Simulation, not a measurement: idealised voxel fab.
The process module presented herein is designated voxel self aligned vias.
It is cross-section cut that appears here, measuring 230 nm in width, its square cells being 5 nm in size.
Cross-section = grid of square cells, listed top down in bands; band = one or more rows.
Band entry format. Leading values: height of top, height of bottom, nm. Remainder: materials in left-to-right order, each with its width in nm. Special words: "edge to edge" on a single material, which then fills the band edge to edge; "air", empty space.
We count height from 0. Below that, the starting wafer is all one material. The lowest band never ends at the bottom but goes on down; see "0 nm and below" for how that is written.
The expression "30 to 40" gives the width at the extremes of the band, the first number at its top row of cells and the second at its bottom row, with the width changing by equal amounts from each row to the next in between.
It should be understood that the words "remains unaltered", when stated for a given step, signify that the cross-section underwent no change in any of its cells during that step.
"Sealed internal cavities" - sealed voids, min. 8 cells, no opening to top; format: width x height at distance (distance from left edge; nm throughout).
Text after the settings on a step's line: the simulator's own remark on that step.
A step line may carry the setting "overlay nm", which, for steps involving a mask, states the distance by which the mask lay to the right of its intended position; negative values denote displacement to the left.
# So here's the lineup of process steps we planned
- 1: RECEIVE [material Si]
- 2: CONFORMAL_DEP [material SiO2] [thk nm 10]
- 3: CONFORMAL_DEP [material SiCN] [thk nm 5]
- 4: DIRECTIONAL_DEP [material SiO2] [thk nm 30]
- 5: DIRECTIONAL_DEP [material aC] [thk nm 10]
- 6: PATTERN [tone open] [mask id LINES] [material resist] [width nm 30] [pitch nm 55] [thk nm 30] [overlay nm 0]
- 7: DIRECTIONAL_ETCH [etch materials aC] [depth nm 10]
- 8: STRIP [etch materials resist]
- 9: DIRECTIONAL_ETCH [etch materials SiO2] [depth nm 30]
- 10: STRIP [etch materials aC]
- 11: CONFORMAL_DEP [material TiN] [thk nm 5]
- 12: FILL_DEP [material Ru] [thk nm 5]
- 13: CMP [height nm 45]
- 14: SELECTIVE_ETCH [etch materials W Ru TiN] [depth nm 10]
- 15: FILL_DEP [material SiN] [thk nm 10]
- 16: CMP [height nm 45]
- 17: DIRECTIONAL_DEP [material SiO2] [thk nm 15]
- 18: DIRECTIONAL_DEP [material aC] [thk nm 10]
- 19: PATTERN [tone open] [mask id VIAS] [material resist] [width nm 40] [thk nm 30] [overlay nm 0]
- 20: DIRECTIONAL_ETCH [etch materials aC] [depth nm 10]
- 21: STRIP [etch materials resist]
- 22: DIRECTIONAL_ETCH [etch materials SiO2] [depth nm 15]
- 23: DIRECTIONAL_ETCH [etch materials SiN] [depth nm 10]
- 24: STRIP [etch materials aC]
- 25: CONFORMAL_DEP [material TiN] [thk nm 5]
- 26: FILL_DEP [material Cu] [thk nm 5]
- 27: CMP [height nm 60]
- 28: CONFORMAL_DEP [material SiN] [thk nm 5]
# So this is the incoming wafer in cross-section - it's already been through step 1
* 0 nm and below = Si edge to edge
* Sealed internal cavities: none
# Cross-sectional image of the first of two wafers at the end of the module, the run having proceeded as planned
* 65 nm to 60 nm = SiN edge to edge
* 60 nm to 50 nm = 65 nm SiO2; 5 nm TiN; 30 nm Cu; 5 nm TiN; 125 nm SiO2
* 50 nm to 45 nm = 65 nm SiO2; 10 nm TiN; 20 nm Cu; 10 nm TiN; 125 nm SiO2
* 45 nm to 40 nm = 70 nm SiO2; 5 nm TiN; 20 nm Cu; 5 nm TiN; 25 nm SiO2; 30 nm SiN; 75 nm SiO2
* 40 nm to 35 nm = 70 nm SiO2; 30 nm TiN; 25 nm SiO2; 30 nm SiN; 75 nm SiO2
* 35 nm to 20 nm = 70 nm SiO2; 5 nm TiN; 20 nm Ru; 5 nm TiN; 25 nm SiO2; 5 nm TiN; 20 nm Ru; 5 nm TiN; 75 nm SiO2
* 20 nm to 15 nm = 70 nm SiO2; 30 nm TiN; 25 nm SiO2; 30 nm TiN; 75 nm SiO2
* 15 nm to 10 nm = SiCN edge to edge
* 10 nm to 0 nm = SiO2 edge to edge
* 0 nm and below = Si edge to edge
* Sealed internal cavities: none
# Wafer two, sectioned after the module: the first wafer's start, the first wafer's plan, and one mistake in how it was run
* 65 nm to 60 nm = SiN edge to edge
* 60 nm to 50 nm = 65 nm SiO2; 5 nm TiN; 30 nm Cu; 5 nm TiN; 125 nm SiO2
* 50 nm to 45 nm = 65 nm SiO2; 5 nm TiN; 15 nm Cu; 20 nm TiN; 125 nm SiO2
* 45 nm to 40 nm = 60 nm SiO2; 5 nm SiN; 5 nm TiN; 15 nm Cu; 5 nm TiN; 25 nm SiO2; 30 nm SiN; 85 nm SiO2
* 40 nm to 35 nm = 60 nm SiO2; 5 nm SiN; 25 nm TiN; 25 nm SiO2; 30 nm SiN; 85 nm SiO2
* 35 nm to 20 nm = 60 nm SiO2; 5 nm TiN; 20 nm Ru; 5 nm TiN; 25 nm SiO2; 5 nm TiN; 20 nm Ru; 5 nm TiN; 85 nm SiO2
* 20 nm to 15 nm = 60 nm SiO2; 30 nm TiN; 25 nm SiO2; 30 nm TiN; 85 nm SiO2
* 15 nm to 10 nm = SiCN edge to edge
* 10 nm to 0 nm = SiO2 edge to edge
* 0 nm and below = Si edge to edge
* Sealed internal cavities: none
What was done differently from what was planned? step 6 went in with a setting other than planned; the actual run was PATTERN [tone open] [mask id LINES] [material resist] [width nm 30] [pitch nm 55] [thk nm 30] [overlay nm -10]
Heads up, by the end the second wafer has more or fewer cells of some materials compared to the first: Cu: 2 fewer, SiN: 2 more
